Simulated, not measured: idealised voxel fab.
Documented hereafter: the process module known as voxel air gaps.
Shown is cross-section cut, with a width of 250 nm and square cells of size 5 nm.
A cross-section is a grid of square cells, given in bands from the top down. A band is one or more rows of cells. Band entry format. Leading values: height of top, height of bottom, nm. Remainder: materials in left-to-right order, each with its width in nm. Special words: "throughout" on a single material, which then fills the band edge to edge; "empty", empty space. All heights in this document are referenced to 0, defined as the level beneath which the wafer, as received, consists entirely of one material. The lowest band is not bounded below; it extends indefinitely downward and is written in the form "from 0 down". It should be noted that a width expressed as "30 to 40" varies in equal increments from row to row of cells within the band, taking the value of the first number at the top row and that of the second number at the bottom row. Take "remained the same" at face value: in the step it is given for, the cross-section changed in none of its cells. "Trapped voids" means: voids of 8 cells or more that are shut off from the top with no open way through. Written width x height at distance, distance from the left edge, in nm. On a step's line, text after the settings is the simulator commenting on that step. The line of a step may include "overlay nm". On a step with a mask, this value is how far to the right of its planned place the mask lay. A negative value means the mask lay to the left.
Here's what the planned process steps look like
1,RECEIVE | material Si
2,CONFORMAL_DEP | material SiO2 | thk nm 15
3,CONFORMAL_DEP | material SiCN | thk nm 5
4,DIRECTIONAL_DEP | material SiO2 | thk nm 30
5,MASKED_ETCH | tone open | mask id LINES | width nm 20 | pitch nm 50 | etch materials SiO2 | depth nm 30 | overlay nm 0
6,CONFORMAL_DEP | material TiN | thk nm 5
7,FILL_DEP | material W | thk nm 10
8,CMP | height nm 50
9,EPI | material Ru | thk nm 10
10,SELECTIVE_ETCH | etch materials SiO2 | depth nm 40
11,CONFORMAL_DEP | material SiCN | thk nm 5
Cross-section of the wafer upon arrival, representing the state reached after step 1
  from 0 down = Si throughout
  Trapped voids: none
One mistake in running the module, otherwise start and plan as above: cross-section at the end
  from 65 to 60 = empty=25  SiCN=200  empty=25
  from 60 to 50 = empty=25  SiCN=5  Ru=40  SiCN=10  Ru=40  SiCN=10  Ru=40  SiCN=10  Ru=40  SiCN=5  empty=25
  from 50 to 45 = empty=25  SiCN=15  TiN=5  W=10  TiN=5  SiCN=30  TiN=5  W=10  TiN=5  SiCN=30  TiN=5  W=10  TiN=5  SiCN=30  TiN=5  W=10  TiN=5  SiCN=15  empty=25
  from 45 to 40 = empty=35  SiCN=5  TiN=5  W=10  TiN=5  SiCN=5  empty=20  SiCN=5  TiN=5  W=10  TiN=5  SiCN=5  empty=20  SiCN=5  TiN=5  W=10  TiN=5  SiCN=5  empty=20  SiCN=5  TiN=5  W=10  TiN=5  SiCN=5  empty=35
  from 40 to 35 = SiCN=40  TiN=20  SiCN=30  TiN=20  SiCN=30  TiN=20  SiCN=30  TiN=20  SiCN=40
  from 35 to 30 = SiCN throughout
  from 30 to 0 = SiO2 throughout
  from 0 down = Si throughout
  Trapped voids: none
What was done differently from what was planned? step 2 of the plan saw execution twice
